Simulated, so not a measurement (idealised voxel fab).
Process module, titled voxel wiring stack
175 nm wide, 5 nm square cells: that's cross-section cut.
Cross-sections here: square-cell grids, written as top-down lists of bands, a band being one or more rows of cells.
Band: top height; bottom height; in nm. Then, left to right: material with width in nm, for each material. "throughout": a single material spanning edge to edge. "blank": empty space.
For the purposes of this specification, 0 denotes the height below which the wafer in its as-received condition is composed wholly of one material, and the lowermost band, lacking a lower limit, extends downward without end, as expressed in "0 down".
The width entry "30..40" should be interpreted row by row: the top row of cells in the band takes the first number, the bottom row takes the second number, and the change between adjacent rows is uniform throughout.
You'll sometimes find "no alterations made" written for a step, and that's the way of saying that nowhere in the cross-section did a cell change during that step.
Under "Enclosed void listing" you'll find the enclosed gaps, the ones with no way out to the top, that are 8 cells or bigger; each reads width x height at distance, with distance counted from the left edge, everything in nm.
Text after the settings on a step's line: the simulator's own remark on that step.
Among the settings permitted on a step's line is "overlay nm"; applied to a step with a mask, it specifies the extent to which the mask lay to the right of its planned position, whereas a negative figure signifies a position to the left.

So here's the lineup of process steps we planned:
1,RECEIVE with material Si
2,CONFORMAL_DEP with material SiO2, thk nm 10
3,DIRECTIONAL_DEP with material TiN, thk nm 5
4,DIRECTIONAL_DEP with material W, thk nm 15
5,PATTERN with tone cover, mask id METAL_1, material resist, width nm 20, pitch nm 55, thk nm 15, overlay nm 0
6,DIRECTIONAL_ETCH with etch materials W, depth nm 15
7,DIRECTIONAL_ETCH with etch materials TiN, depth nm 5
8,STRIP with etch materials resist
9,FILL_DEP with material lowk, thk nm 5
10,CMP with height nm 30
11,CONFORMAL_DEP with material SiCN, thk nm 5
12,DIRECTIONAL_DEP with material SiO2, thk nm 35
13,PATTERN with tone open, mask id METAL_2, material resist, width nm 30, pitch nm 55, thk nm 20, overlay nm 0
14,DIRECTIONAL_ETCH with etch materials SiO2, depth nm 20
15,STRIP with etch materials resist
16,PATTERN with tone open, mask id METAL_2_HOLES, material resist, width nm 15, pitch nm 55, thk nm 20, overlay nm 0
17,DIRECTIONAL_ETCH with etch materials SiO2, depth nm 15
18,DIRECTIONAL_ETCH with etch materials SiCN, depth nm 5
19,STRIP with etch materials resist
20,CONFORMAL_DEP with material TiN, thk nm 5
21,FILL_DEP with material Cu, thk nm 5
22,CMP with height nm 70
23,CONFORMAL_DEP with material SiCN, thk nm 5
Where the wafers of this document differ is in the width nm of step 5; they start out the same, and the plan states the value that applied to the first wafer.

So this is the first of several wafers, cross-sectioned as it came to us, meaning it's at the end of step 1:
* 0 down  Si throughout
* Enclosed void listing: none

The first of several wafers, seen in cross-section after the module's last step, step 23:
* 75 to 70  SiCN throughout
* 70 to 55  SiO2=15, TiN=5, Cu=20, TiN=5, SiO2=25, TiN=5, Cu=20, TiN=5, SiO2=25, TiN=5, Cu=20, TiN=5, SiO2=20
* 55 to 50  SiO2=15, TiN=5, Cu=5, TiN=20, SiO2=25, TiN=5, Cu=5, TiN=20, SiO2=25, TiN=5, Cu=5, TiN=20, SiO2=20
* 50 to 35  SiO2=15, TiN=5, Cu=5, TiN=5, SiO2=40, TiN=5, Cu=5, TiN=5, SiO2=40, TiN=5, Cu=5, TiN=5, SiO2=35
* 35 to 30  SiCN=15, TiN=15, SiCN=40, TiN=15, SiCN=40, TiN=15, SiCN=35
* 30 to 15  lowk=20, W=20, lowk=35, W=20, lowk=35, W=20, lowk=25
* 15 to 10  lowk=20, TiN=20, lowk=35, TiN=20, lowk=35, TiN=20, lowk=25
* 10 to 0  SiO2 throughout
* 0 down  Si throughout
* Enclosed void listing: none

Final wafer cross-section at module end:
* 75 to 70  SiCN throughout
* 70 to 55  SiO2=15, TiN=5, Cu=20, TiN=5, SiO2=25, TiN=5, Cu=20, TiN=5, SiO2=25, TiN=5, Cu=20, TiN=5, SiO2=20
* 55 to 50  SiO2=15, TiN=5, Cu=5, TiN=20, SiO2=25, TiN=5, Cu=5, TiN=20, SiO2=25, TiN=5, Cu=5, TiN=20, SiO2=20
* 50 to 35  SiO2=15, TiN=5, Cu=5, TiN=5, SiO2=40, TiN=5, Cu=5, TiN=5, SiO2=40, TiN=5, Cu=5, TiN=5, SiO2=35
* 35 to 30  SiCN=15, TiN=15, SiCN=40, TiN=15, SiCN=40, TiN=15, SiCN=35
* 30 to 15  lowk=15, W=35, lowk=20, W=35, lowk=20, W=35, lowk=15
* 15 to 10  lowk=15, TiN=35, lowk=20, TiN=35, lowk=20, TiN=35, lowk=15
* 10 to 0  SiO2 throughout
* 0 down  Si throughout
* Enclosed void listing: none

Every row in this table is a wafer at the end of the module, and it gives, for each of the materials, the cells that wafer has gained (+) or lost (-) since it was received, then its closed voids:
width nm 20 | +48 Cu | +61 SiCN | +216 SiO2 | +72 TiN | +36 W | +92 lowk | Enclosed void listing: none
width nm 25 | +48 Cu | +61 SiCN | +216 SiO2 | +75 TiN | +45 W | +80 lowk | Enclosed void listing: none
width nm 30 | +48 Cu | +61 SiCN | +216 SiO2 | +78 TiN | +54 W | +68 lowk | Enclosed void listing: none
width nm 35 | +48 Cu | +61 SiCN | +216 SiO2 | +81 TiN | +63 W | +56 lowk | Enclosed void listing: none
